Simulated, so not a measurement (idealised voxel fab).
You're looking at the process module voxel local oxidation.
Square cells of 5 nm make up the cross-section cut, whose width is 255 nm.
Format of a cross-section: grid, square cells. Given as bands. Order: top down. Band: one or more rows of cells.
Read a band's entry like this: the first values are the height of its top and the height of its bottom in nm, and what follows is the sequence of materials from left to right, each with its width in nm. Note that "air" is empty space, and that a single material marked "edge to edge" reaches across the band from edge to edge.
Zero point of the height axis is 0; under it, received wafer = one material. Lowest band: continues down indefinitely, "0..down".
Quick explanation for "30->40": the width changes in equal steps down the rows of cells, from the first number in the band's top row to the second number in its bottom row.
"same as before" -> step changed no cross-section cell.
You'll see "Closed cavity list" listing empty spaces that have no way open to the top, as long as they're 8 cells or more; the notation is width x height at distance, where the distance is from the left edge, and all of it is in nm.
If you see something after the settings on a step's line, that's the simulator's own remark about that step.
If you see "overlay nm" on a step's line and that step has a mask, it's telling you how far right of where it was planned the mask ended up; a negative number means it went left instead.

Set out below are the planned steps of the process
1,RECEIVE, material Si
2,CONFORMAL_DEP, material SiO2, thk nm 5
3,CONFORMAL_DEP, material SiN, thk nm 15
4,DIRECTIONAL_DEP, material aC, thk nm 15
5,PATTERN, tone cover, mask id ACTIVE, material resist, width nm 130, thk nm 35, overlay nm 0
6,DIRECTIONAL_ETCH, etch materials aC, depth nm 15
7,STRIP, etch materials resist
8,DIRECTIONAL_ETCH, etch materials SiN, depth nm 15
9,STRIP, etch materials aC
10,SELECTIVE_ETCH, etch materials SiO2, depth nm 5
11,OXIDIZE, depth nm 15
12,STRIP, etch materials SiN

Incoming wafer, cross-sectional view, post step 1
* 0..down: Si edge to edge
* Closed cavity list: none

Wafer cross-section at end of module: start and plan as shown above, one execution error
* 5..0: air (65) / SiO2 (120) / air (70)
* 0..-25: SiO2 (90) / Si (70) / SiO2 (95)
* -25..down: Si edge to edge
* Closed cavity list: none
Plan not followed: off-plan run, step 11, actual operation and settings OXIDIZE, depth nm 25
